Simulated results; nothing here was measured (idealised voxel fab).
This is a process module. Its name is voxel self aligned contacts.
The figure presents cross-section cut, which has a width of 210 nm and is divided into square cells with an edge length of 5 nm.
The cross-sections in this document take the form of a grid made of square cells. They are written out as bands, in order from top to bottom. Each band consists of one or more rows of cells.
Each band's line starts with the height of the band's top and of its bottom, in nm. Then come its materials from left to right, each with its width in nm. One material with "throughout" fills the band from edge to edge. "empty" is empty space.
Height is counted from the level 0, under which the received wafer is composed throughout of one material. The lowest of the bands is not closed at the bottom but continues downward, in the notation "0 and below".
Width spec "30 to 40" -> top row of cells at first value, bottom row at second value, equal per-row change in between.
You'll sometimes find "remains unaltered" written for a step, and that's the way of saying that nowhere in the cross-section did a cell change during that step.
In "Enclosed empty spaces" the enclosed voids are listed, meaning empty spaces of 8 cells or larger without any opening to the top. The form is width x height at distance, distance from the left edge, units nm.
Read whatever lies past the settings on a step's line as the simulator's own remark about the step.
When a step includes a mask, the "overlay nm" setting on its line states how far to the right of its planned place that mask lay, and negative values state how far to the left.

THE PLANNED PROCESS STEPS ARE ENUMERATED HEREUNDER
1: RECEIVE [material Si]
2: CONFORMAL_DEP [material SiO2] [thk nm 5]
3: DIRECTIONAL_DEP [material polySi] [thk nm 20]
4: DIRECTIONAL_DEP [material SiN] [thk nm 15]
5: DIRECTIONAL_DEP [material aC] [thk nm 15]
6: PATTERN [tone cover] [mask id GATE] [material resist] [width nm 30] [pitch nm 55] [thk nm 30] [overlay nm 0]
7: DIRECTIONAL_ETCH [etch materials aC] [depth nm 15]
8: STRIP [etch materials resist]
9: DIRECTIONAL_ETCH [etch materials SiN] [depth nm 15]
10: DIRECTIONAL_ETCH [etch materials polySi] [depth nm 20]
11: STRIP [etch materials aC]
12: CONFORMAL_DEP [material SiN] [thk nm 5]
13: DIRECTIONAL_ETCH [etch materials SiN] [depth nm 5]
14: FILL_DEP [material SiO2] [thk nm 20]
15: CMP [height nm 50]
16: DIRECTIONAL_DEP [material aC] [thk nm 10]
17: PATTERN [tone open] [mask id CONTACT] [material resist] [width nm 35] [thk nm 30] [overlay nm 0]
18: DIRECTIONAL_ETCH [etch materials aC] [depth nm 10]
19: STRIP [etch materials resist]
20: DIRECTIONAL_ETCH [etch materials SiO2] [depth nm 50]
21: STRIP [etch materials aC]
22: CONFORMAL_DEP [material TiN] [thk nm 5]
23: FILL_DEP [material W] [thk nm 10]
24: CMP [height nm 50]
25: CONFORMAL_DEP [material SiN] [thk nm 5]

FIRST OF TWO WAFERS, PROCESSED ACCORDING TO PLAN

INCOMING WAFER IN CROSS-SECTION (STATE: AFTER STEP 1)
* 0 and below: Si throughout
* Enclosed empty spaces: none

CROSS-SECTION: WAFER STATE AFTER STEP 2
* 5 down to 0: SiO2 throughout
* Below 0, the layers are the same as they were.

CROSS-SECTION: WAFER STATE AFTER STEP 3
* 25 down to 5: polySi throughout
* Below 5, the layers are the same as they were.

CROSS-SECTION: WAFER STATE AFTER STEP 4
* 40 down to 25: SiN throughout
* Below 25, the layers are the same as they were.

CROSS-SECTION: WAFER STATE AFTER STEP 5
* 55 down to 40: aC throughout
* Below 40, the layers are the same as they were.

CROSS-SECTION: WAFER STATE AFTER STEP 6
* 85 down to 55: empty=60  resist=30  empty=25  resist=30  empty=65
* Below 55, the layers are the same as they were.

CROSS-SECTION: WAFER STATE AFTER STEP 7
* 70 down to 55: empty=60  resist=30  empty=25  resist=30  empty=65
* 55 down to 40: empty=60  aC=30  empty=25  aC=30  empty=65
* Below 40, the layers are the same as they were.

CROSS-SECTION: WAFER STATE AFTER STEP 8
* 55 down to 40: empty=60  aC=30  empty=25  aC=30  empty=65
* Below 40, the layers are the same as they were.

CROSS-SECTION: WAFER STATE AFTER STEP 9
* 55 down to 40: empty=60  aC=30  empty=25  aC=30  empty=65
* 40 down to 25: empty=60  SiN=30  empty=25  SiN=30  empty=65
* Below 25, the layers are the same as they were.

CROSS-SECTION: WAFER STATE AFTER STEP 10
* 55 down to 40: empty=60  aC=30  empty=25  aC=30  empty=65
* 40 down to 25: empty=60  SiN=30  empty=25  SiN=30  empty=65
* 25 down to 5: empty=60  polySi=30  empty=25  polySi=30  empty=65
* Below 5, the layers are the same as they were.

CROSS-SECTION: WAFER STATE AFTER STEP 11
* 40 down to 25: empty=60  SiN=30  empty=25  SiN=30  empty=65
* Below 25, the layers are the same as they were.

CROSS-SECTION: WAFER STATE AFTER STEP 12
* 45 down to 25: empty=55  SiN=40  empty=15  SiN=40  empty=60
* 25 down to 10: empty=55  SiN=5  polySi=30  SiN=5  empty=15  SiN=5  polySi=30  SiN=5  empty=60
* 10 down to 5: SiN=60  polySi=30  SiN=25  polySi=30  SiN=65
* Below 5, the layers are the same as they were.

CROSS-SECTION: WAFER STATE AFTER STEP 13
* 40 down to 25: empty=55  SiN=40  empty=15  SiN=40  empty=60
* 25 down to 5: empty=55  SiN=5  polySi=30  SiN=5  empty=15  SiN=5  polySi=30  SiN=5  empty=60
* Below 5, the layers are the same as they were.

CROSS-SECTION: WAFER STATE AFTER STEP 14
* 60 down to 40: SiO2 throughout
* 40 down to 25: SiO2=55  SiN=40  SiO2=15  SiN=40  SiO2=60
* 25 down to 5: SiO2=55  SiN=5  polySi=30  SiN=5  SiO2=15  SiN=5  polySi=30  SiN=5  SiO2=60
* Below 5, the layers are the same as they were.

CROSS-SECTION: WAFER STATE AFTER STEP 15
* 50 down to 40: SiO2 throughout
* Below 40, the layers are the same as they were.

CROSS-SECTION: WAFER STATE AFTER STEP 16
* 60 down to 50: aC throughout
* Below 50, the layers are the same as they were.

CROSS-SECTION: WAFER STATE AFTER STEP 17
* 90 down to 60: resist=85  empty=35  resist=90
* Below 60, the layers are the same as they were.

CROSS-SECTION: WAFER STATE AFTER STEP 18
* 80 down to 60: resist=85  empty=35  resist=90
* 60 down to 50: aC=85  empty=35  aC=90
* Below 50, the layers are the same as they were.

CROSS-SECTION: WAFER STATE AFTER STEP 19
* 60 down to 50: aC=85  empty=35  aC=90
* Below 50, the layers are the same as they were.

CROSS-SECTION: WAFER STATE AFTER STEP 20
* 60 down to 50: aC=85  empty=35  aC=90
* 50 down to 40: SiO2=85  empty=35  SiO2=90
* 40 down to 25: SiO2=55  SiN=40  empty=15  SiN=40  SiO2=60
* 25 down to 5: SiO2=55  SiN=5  polySi=30  SiN=5  empty=15  SiN=5  polySi=30  SiN=5  SiO2=60
* 5 down to 0: SiO2=95  empty=15  SiO2=100
* Below 0, the layers are the same as they were.

CROSS-SECTION: WAFER STATE AFTER STEP 21
* 50 down to 40: SiO2=85  empty=35  SiO2=90
* Below 40, the layers are the same as they were.

CROSS-SECTION: WAFER STATE AFTER STEP 22
* 55 down to 50: TiN=90  empty=25  TiN=95
* 50 down to 40: SiO2=85  TiN=5 to 15  empty=25 to 5  TiN=5 to 15  SiO2=90
* 40 down to 25: SiO2=55  SiN=40  TiN=5  empty=5  TiN=5  SiN=40  SiO2=60
* 25 down to 5: SiO2=55  SiN=5  polySi=30  SiN=5  TiN=5  empty=5  TiN=5  SiN=5  polySi=30  SiN=5  SiO2=60
* 5 down to 0: SiO2=95  TiN=15  SiO2=100
* Below 0, the layers are the same as they were.

CROSS-SECTION: WAFER STATE AFTER STEP 23
* 65 down to 55: W throughout
* 55 down to 50: TiN=90  W=25  TiN=95
* 50 down to 40: SiO2=85  TiN=5 to 15  W=25 to 5  TiN=5 to 15  SiO2=90
* 40 down to 25: SiO2=55  SiN=40  TiN=5  W=5  TiN=5  SiN=40  SiO2=60
* 25 down to 5: SiO2=55  SiN=5  polySi=30  SiN=5  TiN=5  W=5  TiN=5  SiN=5  polySi=30  SiN=5  SiO2=60
* Below 5, the layers are the same as they were.

CROSS-SECTION: WAFER STATE AFTER STEP 24
* 50 down to 40: SiO2=85  TiN=5 to 15  W=25 to 5  TiN=5 to 15  SiO2=90
* Below 40, the layers are the same as they were.

CROSS-SECTION: WAFER STATE AFTER STEP 25
* 55 down to 50: SiN throughout
* Below 50, the layers are the same as they were.

THE REMAINING WAFER, SECOND OF THE TWO, STARTED LIKE THE FIRST AND WAS RUN TO THE SAME PLAN, EXCEPT THAT ONE MISTAKE WAS MADE ALONG THE WAY; THE TWO COINCIDE THROUGH STEP 16, INCLUSIVE

CROSS-SECTION, SECOND WAFER, AT THE END TIME THE PLAN GIVES FOR STEP 17
* 90 down to 60: resist=85  empty=40  resist=85
* Below 60, the layers are the same as they were.

CROSS-SECTION, SECOND WAFER, AT THE END TIME THE PLAN GIVES FOR STEP 18
* 80 down to 60: resist=85  empty=40  resist=85
* 60 down to 50: aC=85  empty=40  aC=85
* Below 50, the layers are the same as they were.

CROSS-SECTION, SECOND WAFER, AT THE END TIME THE PLAN GIVES FOR STEP 19
* 60 down to 50: aC=85  empty=40  aC=85
* Below 50, the layers are the same as they were.

CROSS-SECTION, SECOND WAFER, AT THE END TIME THE PLAN GIVES FOR STEP 20
* 60 down to 50: aC=85  empty=40  aC=85
* 50 down to 40: SiO2=85  empty=40  SiO2=85
* 40 down to 25: SiO2=55  SiN=40  empty=15  SiN=40  SiO2=60
* 25 down to 5: SiO2=55  SiN=5  polySi=30  SiN=5  empty=15  SiN=5  polySi=30  SiN=5  SiO2=60
* 5 down to 0: SiO2=95  empty=15  SiO2=100
* Below 0, the layers are the same as they were.

CROSS-SECTION, SECOND WAFER, AT THE END TIME THE PLAN GIVES FOR STEP 21
* 50 down to 40: SiO2=85  empty=40  SiO2=85
* Below 40, the layers are the same as they were.

CROSS-SECTION, SECOND WAFER, AT THE END TIME THE PLAN GIVES FOR STEP 22
* 55 down to 50: TiN=90  empty=30  TiN=90
* 50 down to 40: SiO2=85  TiN=5 to 15  empty=30 to 5  TiN=5 to 20  SiO2=85
* 40 down to 25: SiO2=55  SiN=40  TiN=5  empty=5  TiN=5  SiN=40  SiO2=60
* 25 down to 5: SiO2=55  SiN=5  polySi=30  SiN=5  TiN=5  empty=5  TiN=5  SiN=5  polySi=30  SiN=5  SiO2=60
* 5 down to 0: SiO2=95  TiN=15  SiO2=100
* Below 0, the layers are the same as they were.

CROSS-SECTION, SECOND WAFER, AT THE END TIME THE PLAN GIVES FOR STEP 23
* 65 down to 55: W throughout
* 55 down to 50: TiN=90  W=30  TiN=90
* 50 down to 40: SiO2=85  TiN=5 to 15  W=30 to 5  TiN=5 to 20  SiO2=85
* 40 down to 25: SiO2=55  SiN=40  TiN=5  W=5  TiN=5  SiN=40  SiO2=60
* 25 down to 5: SiO2=55  SiN=5  polySi=30  SiN=5  TiN=5  W=5  TiN=5  SiN=5  polySi=30  SiN=5  SiO2=60
* Below 5, the layers are the same as they were.

CROSS-SECTION, SECOND WAFER, AT THE END TIME THE PLAN GIVES FOR STEP 24
* 50 down to 40: SiO2=85  TiN=5 to 15  W=30 to 5  TiN=5 to 20  SiO2=85
* Below 40, the layers are the same as they were.

CROSS-SECTION, SECOND WAFER, AT THE END TIME THE PLAN GIVES FOR STEP 25
* 55 down to 50: SiN throughout
* Below 50, the layers are the same as they were.
what went wrong: heads up, step 17 didn't go per plan, it actually ran as PATTERN [tone open] [mask id CONTACT] [material resist] [width nm 40] [thk nm 30] [overlay nm 0]
Final difference in cells, second wafer against first, listed per material as more or fewer: SiO2 -2; TiN +1; W +1
